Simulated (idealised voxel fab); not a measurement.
The document below concerns the process module designated voxel trench capacitor.
Section shown: cut. Width: 230 nm. Cell size: 5 nm, square.
Heads up, the way a cross-section reads in here is a grid of square cells, handed over as bands from the top down, with every band being one or more rows of cells. Band: top and bottom heights (nm) first, top before bottom; then materials from left to right, widths in nm. "everywhere" marks a sole material filling the band edge to edge. "blank" denotes empty space. Convention: height 0 is the level below which the wafer, as received, is all one material. The lowest band does not terminate at the bottom but continues downward, represented as "0 nm and below". A width such as "30..40" changes by the same amount from each row of cells to the next, from the band's top row to its bottom row. The cross-section has no changed cell in any step marked "changes: none". Entry "Closed voids list" = empty spaces >= 8 cells with no open way to the top; each as width x height at distance, distance from left edge, all nm. Read whatever lies past the settings on a step's line as the simulator's own remark about the step. You can add "overlay nm" to a step's line. For a step with a mask, it describes how far the mask lay to the right of its planned position, and a negative number describes a lay to the left.

# Process steps foreseen in the plan
step 1: RECEIVE | material Si
step 2: CONFORMAL_DEP | material SiN | thk nm 5
step 3: DIRECTIONAL_DEP | material aC | thk nm 10
step 4: PATTERN | tone open | mask id TRENCH | material resist | width nm 30 | pitch nm 55 | thk nm 30 | overlay nm 0
step 5: DIRECTIONAL_ETCH | etch materials aC | depth nm 10
step 6: STRIP | etch materials resist
step 7: DIRECTIONAL_ETCH | etch materials SiN | depth nm 5
step 8: DIRECTIONAL_ETCH | etch materials Si | depth nm 30
step 9: STRIP | etch materials aC
step 10: CONFORMAL_DEP | material HfO2 | thk nm 5
step 11: CONFORMAL_DEP | material TiN | thk nm 5
step 12: FILL_DEP | material W | thk nm 5
step 13: CMP | height nm 5

# As-received wafer cross-section (after step 1)
> 0 nm and below | Si everywhere
> Closed voids list: none

# Cross-section taken at module completion on the first of two wafers; processed per the plan
> 5 nm to 0 nm | 70 of SiN | 5 of HfO2 | 5 of TiN | 10 of W | 5 of TiN | 5 of HfO2 | 25 of SiN | 5 of HfO2 | 5 of TiN | 10 of W | 5 of TiN | 5 of HfO2 | 75 of SiN
> 0 nm to -20 nm | 70 of Si | 5 of HfO2 | 5 of TiN | 10 of W | 5 of TiN | 5 of HfO2 | 25 of Si | 5 of HfO2 | 5 of TiN | 10 of W | 5 of TiN | 5 of HfO2 | 75 of Si
> -20 nm to -25 nm | 70 of Si | 5 of HfO2 | 20 of TiN | 5 of HfO2 | 25 of Si | 5 of HfO2 | 20 of TiN | 5 of HfO2 | 75 of Si
> -25 nm to -30 nm | 70 of Si | 30 of HfO2 | 25 of Si | 30 of HfO2 | 75 of Si
> -30 nm and below | Si everywhere
> Closed voids list: none

# Wafer two, sectioned after the module: the first wafer's start, the first wafer's plan, and one mistake in how it was run
> 5 nm to 0 nm | 70 of SiN | 5 of HfO2 | 5 of TiN | 15 of W | 5 of TiN | 5 of HfO2 | 20 of SiN | 5 of HfO2 | 5 of TiN | 15 of W | 5 of TiN | 5 of HfO2 | 70 of SiN
> 0 nm to -20 nm | 70 of Si | 5 of HfO2 | 5 of TiN | 15 of W | 5 of TiN | 5 of HfO2 | 20 of Si | 5 of HfO2 | 5 of TiN | 15 of W | 5 of TiN | 5 of HfO2 | 70 of Si
> -20 nm to -25 nm | 70 of Si | 5 of HfO2 | 25 of TiN | 5 of HfO2 | 20 of Si | 5 of HfO2 | 25 of TiN | 5 of HfO2 | 70 of Si
> -25 nm to -30 nm | 70 of Si | 35 of HfO2 | 20 of Si | 35 of HfO2 | 70 of Si
> -30 nm and below | Si everywhere
> Closed voids list: none
So what did we get wrong on this run? off-plan run, step 4, actual operation and settings PATTERN | tone open | mask id TRENCH | material resist | width nm 35 | pitch nm 55 | thk nm 30 | overlay nm 0
It is noted that, at the conclusion of processing, the second wafer exhibits a higher or lower cell count for certain materials relative to the first: 2 more of HfO2; 12 fewer of Si; 2 fewer of SiN; 2 more of TiN; 10 more of W
